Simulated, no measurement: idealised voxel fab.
Presented below is a process module, voxel released beams.
Displayed cross-section: cut, width of 285 nm, square cells sized 5 nm.
Square cells in a grid make up a cross-section in this document, and the grid is given as bands, listed from the top down, each one or more rows of cells.
Top, bottom (nm), then materials left to right with widths (nm); lone material tagged "throughout" fills the whole band edge to edge; "air" = empty space.
All heights in this document are referenced to 0, defined as the level beneath which the wafer, as received, consists entirely of one material. The lowest band is not bounded below; it extends indefinitely downward and is written in the form "z 0 and below".
Per-row width for "30..40": begins at first number (top row of band), ends at second number (bottom row), increment between rows held constant.
The cross-section has no changed cell in any step marked "nothing changed".
So "Enclosed cavity list" is basically the list of trapped voids: any empty space of 8 cells or more that can't reach the top through an opening. They're written width x height at distance, the distance being from the left edge, and it's all nm.
The remark found on a step's line after its settings is issued by the simulator itself and pertains to that step.
overlay nm: right-of-plan distance of the mask on a masked step; negative values mean left-of-plan.

[Process steps (planned)]
1,RECEIVE,material Si
2,CONFORMAL_DEP,material Al2O3,thk nm 5
3,DIRECTIONAL_DEP,material SiO2,thk nm 20
4,PATTERN,tone open,mask id ANCHOR,material resist,width nm 35,thk nm 15,overlay nm 0
5,DIRECTIONAL_ETCH,etch materials SiO2,depth nm 20
6,STRIP,etch materials resist
7,CONFORMAL_DEP,material W,thk nm 15
8,MASKED_ETCH,tone cover,mask id BEAM,width nm 85,etch materials W,depth nm 15,overlay nm 0
9,STRIP,etch materials SiO2
varied across the wafers: width nm of step 8. The plan shows the first wafer's value. All wafers start alike

[The first of several wafers, as received after step 1, seen in section]
> z 0 and below = Si throughout
> Enclosed cavity list: none

[Take a look at the first of several wafers in cross-section: the module is done, and step 9 was its last step]
> z 40 to 25 = 95 of air | 15 of W | 5 of air | 65 of W | 105 of air
> z 25 to 20 = 95 of air | 15 of W | 5 of air | 15 of W | 155 of air
> z 20 to 5 = 95 of air | 35 of W | 155 of air
> z 5 to 0 = Al2O3 throughout
> z 0 and below = Si throughout
> Enclosed cavity list: none

[Last wafer, end of module, cross-section]
> z 40 to 25 = 85 of air | 25 of W | 5 of air | 80 of W | 90 of air
> z 25 to 20 = 95 of air | 15 of W | 5 of air | 15 of W | 155 of air
> z 20 to 5 = 95 of air | 35 of W | 155 of air
> z 5 to 0 = Al2O3 throughout
> z 0 and below = Si throughout
> Enclosed cavity list: none

[Per-wafer rows below. For each material: cells gained (+) or lost (-) since the wafer was received, as of end of module. Then: closed voids]
width nm 85 | +57 Al2O3 | +75 W | Enclosed cavity list: none
width nm 90 | +57 Al2O3 | +78 W | Enclosed cavity list: none
width nm 95 | +57 Al2O3 | +81 W | Enclosed cavity list: none
width nm 100 | +57 Al2O3 | +84 W | Enclosed cavity list: none
width nm 105 | +57 Al2O3 | +87 W | Enclosed cavity list: none
width nm 110 | +57 Al2O3 | +90 W | Enclosed cavity list: none
